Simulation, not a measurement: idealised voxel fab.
process module | voxel tone inversion
cross-section cut | 270 nm wide | cells 5 nm
A cross-section is a grid of square cells, given in bands from the top down. A band is one or more rows of cells.
Each band's line starts with the height of the band's top and of its bottom, in nm. Then come its materials from left to right, each with its width in nm. One material with "throughout" fills the band from edge to edge. "air" is empty space.
Height 0 is the level under which the wafer as received is all one material. The lowest band goes on downwards, as in "0 down".
A width such as "30 to 40" changes by the same amount from each row of cells to the next, from the band's top row to its bottom row.
"no change" after a step means that no cell of the cross-section changed.
closed voids: empty space of 8 cells or more with no open way to the top, each as width x height at its distance from the left edge, in nm
after a step's settings: what the simulator itself notes on the step
overlay nm, on a step with a mask: how far to the right of its planned place the mask lay; to the left if negative
plan
1 op RECEIVE | material Si
2 op CONFORMAL_DEP | material SiCN | thk nm 5
3 op DIRECTIONAL_DEP | material aC | thk nm 15
4 op PATTERN | tone cover | mask id POSTS | material resist | width nm 25 | pitch nm 55 | thk nm 20 | overlay nm -15
5 op DIRECTIONAL_ETCH | etch materials aC | depth nm 15
6 op STRIP | etch materials resist
7 op FILL_DEP | material lowk | thk nm 5
8 op CMP | height nm 20
9 op STRIP | etch materials aC
varied across the wafers: overlay nm of step 4. The plan shows the first wafer's value. All wafers start alike
first wafer as received, after step 1
  0 down: Si throughout
  closed voids: none
each wafer at the end: cells of each material gained (+) or lost (-) since it was received, then its closed voids
overlay nm -15 | +54 SiCN | +117 lowk | closed voids: none
overlay nm -10 | +54 SiCN | +117 lowk | closed voids: none
overlay nm -5 | +54 SiCN | +117 lowk | closed voids: none
overlay nm 0 | +54 SiCN | +117 lowk | closed voids: none
overlay nm 5 | +54 SiCN | +117 lowk | closed voids: none
overlay nm 10 | +54 SiCN | +117 lowk | closed voids: none
overlay nm 15 | +54 SiCN | +117 lowk | closed voids: none
